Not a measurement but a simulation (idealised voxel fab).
A process module follows: voxel self aligned contacts.
cross-section cut | 215 nm wide | cells 5 nm
The cross-sections in this document take the form of a grid made of square cells. They are written out as bands, in order from top to bottom. Each band consists of one or more rows of cells. For a band, the entry starts with two heights in nm, that of the top and then that of the bottom, and carries on with the band's materials in order from left to right, each alongside its width in nm; the word "edge to edge" beside a single material means it fills the band edge to edge, and "air" means empty space. Beneath 0, the wafer as received is one material, and that level is where height counting begins. The lowest band goes on downward without a bottom; it is written like "0 down". It should be noted that a width expressed as "30 to 40" varies in equal increments from row to row of cells within the band, taking the value of the first number at the top row and that of the second number at the bottom row. Key: "nothing different" - step with no changed cell in the cross-section. "Voids, sealed" contains a list of empty spaces, each no smaller than 8 cells and without an open way to the top, written in the form width x height at distance with the distance from the left edge and all three in nm. The remark found on a step's line after its settings is issued by the simulator itself and pertains to that step. You can add "overlay nm" to a step's line. For a step with a mask, it describes how far the mask lay to the right of its planned position, and a negative number describes a lay to the left.

-- Below is the list of planned process steps
step 1: RECEIVE (material Si)
step 2: CONFORMAL_DEP (material SiO2; thk nm 5)
step 3: DIRECTIONAL_DEP (material polySi; thk nm 20)
step 4: DIRECTIONAL_DEP (material SiN; thk nm 25)
step 5: MASKED_ETCH (tone cover; mask id GATE; width nm 25; pitch nm 60; etch materials SiN; depth nm 25; overlay nm 0)
step 6: MASKED_ETCH (tone cover; mask id GATE; width nm 25; pitch nm 60; etch materials polySi; depth nm 20; overlay nm 0)
step 7: CONFORMAL_DEP (material SiN; thk nm 10)
step 8: DIRECTIONAL_ETCH (etch materials SiN; depth nm 10)
step 9: FILL_DEP (material SiO2; thk nm 10)
step 10: CMP (height nm 55)
step 11: DIRECTIONAL_DEP (material aC; thk nm 10)
step 12: PATTERN (tone open; mask id CONTACT; material resist; width nm 45; thk nm 30; overlay nm 0)
step 13: DIRECTIONAL_ETCH (etch materials aC; depth nm 10)
step 14: STRIP (etch materials resist)
step 15: DIRECTIONAL_ETCH (etch materials SiO2; depth nm 55)
step 16: STRIP (etch materials aC)
step 17: CONFORMAL_DEP (material TiN; thk nm 5)
step 18: FILL_DEP (material Ru; thk nm 5)
step 19: CMP (height nm 55)
step 20: CONFORMAL_DEP (material SiCN; thk nm 5)

-- Account of the first of two wafers, which was processed as intended

-- Cross-sectional view of the wafer in its as-received condition, corresponding to the state after step 1
  0 down | Si edge to edge
  Voids, sealed: none

-- Cross-section of the wafer subsequent to step 2
  5 to 0 | SiO2 edge to edge
  Below 0, no change.

-- Cross-section of the wafer subsequent to step 3
  25 to 5 | polySi edge to edge
  Below 5, no change.

-- Cross-section of the wafer subsequent to step 4
  50 to 25 | SiN edge to edge
  Below 25, no change.

-- Cross-section of the wafer subsequent to step 5
  50 to 25 | air 65 / SiN 25 / air 35 / SiN 25 / air 65
  Below 25, no change.

-- Cross-section of the wafer subsequent to step 6
  50 to 25 | air 65 / SiN 25 / air 35 / SiN 25 / air 65
  25 to 5 | air 65 / polySi 25 / air 35 / polySi 25 / air 65
  Below 5, no change.

-- Cross-section of the wafer subsequent to step 7
  60 to 25 | air 55 / SiN 45 / air 15 / SiN 45 / air 55
  25 to 15 | air 55 / SiN 10 / polySi 25 / SiN 10 / air 15 / SiN 10 / polySi 25 / SiN 10 / air 55
  15 to 5 | SiN 65 / polySi 25 / SiN 35 / polySi 25 / SiN 65
  Below 5, no change.

-- Cross-section of the wafer subsequent to step 8
  50 to 25 | air 55 / SiN 45 / air 15 / SiN 45 / air 55
  25 to 5 | air 55 / SiN 10 / polySi 25 / SiN 10 / air 15 / SiN 10 / polySi 25 / SiN 10 / air 55
  Below 5, no change.

-- Cross-section of the wafer subsequent to step 9
  60 to 50 | SiO2 edge to edge
  50 to 25 | SiO2 55 / SiN 45 / SiO2 15 / SiN 45 / SiO2 55
  25 to 5 | SiO2 55 / SiN 10 / polySi 25 / SiN 10 / SiO2 15 / SiN 10 / polySi 25 / SiN 10 / SiO2 55
  Below 5, no change.

-- Cross-section of the wafer subsequent to step 10
  55 to 50 | SiO2 edge to edge
  Below 50, no change.

-- Cross-section of the wafer subsequent to step 11
  65 to 55 | aC edge to edge
  Below 55, no change.

-- Cross-section of the wafer subsequent to step 12
  95 to 65 | resist 85 / air 45 / resist 85
  Below 65, no change.

-- Cross-section of the wafer subsequent to step 13
  85 to 65 | resist 85 / air 45 / resist 85
  65 to 55 | aC 85 / air 45 / aC 85
  Below 55, no change.

-- Cross-section of the wafer subsequent to step 14
  65 to 55 | aC 85 / air 45 / aC 85
  Below 55, no change.

-- Cross-section of the wafer subsequent to step 15
  65 to 55 | aC 85 / air 45 / aC 85
  55 to 50 | SiO2 85 / air 45 / SiO2 85
  50 to 25 | SiO2 55 / SiN 45 / air 15 / SiN 45 / SiO2 55
  25 to 5 | SiO2 55 / SiN 10 / polySi 25 / SiN 10 / air 15 / SiN 10 / polySi 25 / SiN 10 / SiO2 55
  5 to 0 | SiO2 100 / air 15 / SiO2 100
  Below 0, no change.

-- Cross-section of the wafer subsequent to step 16
  55 to 50 | SiO2 85 / air 45 / SiO2 85
  Below 50, no change.

-- Cross-section of the wafer subsequent to step 17
  60 to 55 | TiN 90 / air 35 / TiN 90
  55 to 50 | SiO2 85 / TiN 20 / air 5 / TiN 20 / SiO2 85
  50 to 25 | SiO2 55 / SiN 45 / TiN 5 / air 5 / TiN 5 / SiN 45 / SiO2 55
  25 to 5 | SiO2 55 / SiN 10 / polySi 25 / SiN 10 / TiN 5 / air 5 / TiN 5 / SiN 10 / polySi 25 / SiN 10 / SiO2 55
  5 to 0 | SiO2 100 / TiN 15 / SiO2 100
  Below 0, no change.

-- Cross-section of the wafer subsequent to step 18
  65 to 60 | Ru edge to edge
  60 to 55 | TiN 90 / Ru 35 / TiN 90
  55 to 50 | SiO2 85 / TiN 20 / Ru 5 / TiN 20 / SiO2 85
  50 to 25 | SiO2 55 / SiN 45 / TiN 5 / Ru 5 / TiN 5 / SiN 45 / SiO2 55
  25 to 5 | SiO2 55 / SiN 10 / polySi 25 / SiN 10 / TiN 5 / Ru 5 / TiN 5 / SiN 10 / polySi 25 / SiN 10 / SiO2 55
  Below 5, no change.

-- Cross-section of the wafer subsequent to step 19
  55 to 50 | SiO2 85 / TiN 20 / Ru 5 / TiN 20 / SiO2 85
  Below 50, no change.

-- Cross-section of the wafer subsequent to step 20
  60 to 55 | SiCN edge to edge
  Below 55, no change.

-- Second wafer, same starting conditions and recipe as the first, one mistake in executing it, nothing differs from the first up to and including step 4

-- X-section, second wafer, when step 5 was due to finish
  50 to 25 | air 70 / SiN 25 / air 35 / SiN 25 / air 60
  Below 25, no change.

-- X-section, second wafer, when step 6 was due to finish
  50 to 25 | air 70 / SiN 25 / air 35 / SiN 25 / air 60
  25 to 5 | air 65 / polySi 30 / air 30 / polySi 30 / air 60
  Below 5, no change.

-- X-section, second wafer, when step 7 was due to finish
  60 to 35 | air 60 / SiN 45 / air 15 / SiN 45 / air 50
  35 to 25 | air 55 / SiN 50 / air 10 / SiN 50 / air 50
  25 to 15 | air 55 / SiN 10 / polySi 30 / SiN 10 / air 10 / SiN 10 / polySi 30 / SiN 10 / air 50
  15 to 5 | SiN 65 / polySi 30 / SiN 30 / polySi 30 / SiN 60
  Below 5, no change.

-- X-section, second wafer, when step 8 was due to finish
  50 to 25 | air 60 / SiN 45 / air 15 / SiN 45 / air 50
  25 to 5 | air 55 / SiN 10 / polySi 30 / SiN 10 / air 10 / SiN 10 / polySi 30 / SiN 10 / air 50
  Below 5, no change.

-- X-section, second wafer, when step 9 was due to finish
  60 to 50 | SiO2 edge to edge
  50 to 25 | SiO2 60 / SiN 45 / SiO2 15 / SiN 45 / SiO2 50
  25 to 5 | SiO2 55 / SiN 10 / polySi 30 / SiN 10 / SiO2 10 / SiN 10 / polySi 30 / SiN 10 / SiO2 50
  Below 5, no change.

-- X-section, second wafer, when step 10 was due to finish
  55 to 50 | SiO2 edge to edge
  Below 50, no change.

-- X-section, second wafer, when step 11 was due to finish
  65 to 55 | aC edge to edge
  Below 55, no change.

-- X-section, second wafer, when step 12 was due to finish
  95 to 65 | resist 85 / air 45 / resist 85
  Below 65, no change.

-- X-section, second wafer, when step 13 was due to finish
  85 to 65 | resist 85 / air 45 / resist 85
  65 to 55 | aC 85 / air 45 / aC 85
  Below 55, no change.

-- X-section, second wafer, when step 14 was due to finish
  65 to 55 | aC 85 / air 45 / aC 85
  Below 55, no change.

-- X-section, second wafer, when step 15 was due to finish
  65 to 55 | aC 85 / air 45 / aC 85
  55 to 50 | SiO2 85 / air 45 / SiO2 85
  50 to 25 | SiO2 60 / SiN 45 / air 15 / SiN 45 / SiO2 50
  25 to 5 | SiO2 55 / SiN 10 / polySi 30 / SiN 10 / air 10 / SiN 10 / polySi 30 / SiN 10 / SiO2 50
  5 to 0 | SiO2 105 / air 10 / SiO2 100
  Below 0, no change.

-- X-section, second wafer, when step 16 was due to finish
  55 to 50 | SiO2 85 / air 45 / SiO2 85
  Below 50, no change.

-- X-section, second wafer, when step 17 was due to finish
  60 to 55 | TiN 90 / air 35 / TiN 90
  55 to 50 | SiO2 85 / TiN 25 / air 5 / TiN 15 / SiO2 85
  50 to 30 | SiO2 60 / SiN 45 / TiN 5 / air 5 / TiN 5 / SiN 45 / SiO2 50
  30 to 25 | SiO2 60 / SiN 45 / TiN 15 / SiN 45 / SiO2 50
  25 to 5 | SiO2 55 / SiN 10 / polySi 30 / SiN 10 / TiN 10 / SiN 10 / polySi 30 / SiN 10 / SiO2 50
  5 to 0 | SiO2 105 / TiN 10 / SiO2 100
  Below 0, no change.

-- X-section, second wafer, when step 18 was due to finish
  65 to 60 | Ru edge to edge
  60 to 55 | TiN 90 / Ru 35 / TiN 90
  55 to 50 | SiO2 85 / TiN 25 / Ru 5 / TiN 15 / SiO2 85
  50 to 30 | SiO2 60 / SiN 45 / TiN 5 / Ru 5 / TiN 5 / SiN 45 / SiO2 50
  Below 30, no change.

-- X-section, second wafer, when step 19 was due to finish
  55 to 50 | SiO2 85 / TiN 25 / Ru 5 / TiN 15 / SiO2 85
  Below 50, no change.

-- X-section, second wafer, when step 20 was due to finish
  60 to 55 | SiCN edge to edge
  Below 55, no change.
Finding, execution versus plan: step 5 was not run as planned; what actually ran was MASKED_ETCH (tone cover; mask id GATE; width nm 25; pitch nm 60; etch materials SiN; depth nm 25; overlay nm 5)
The second wafer ends with more or fewer cells of some materials than the first, per final count: 5 fewer of Ru, 3 fewer of SiO2, 8 more of polySi
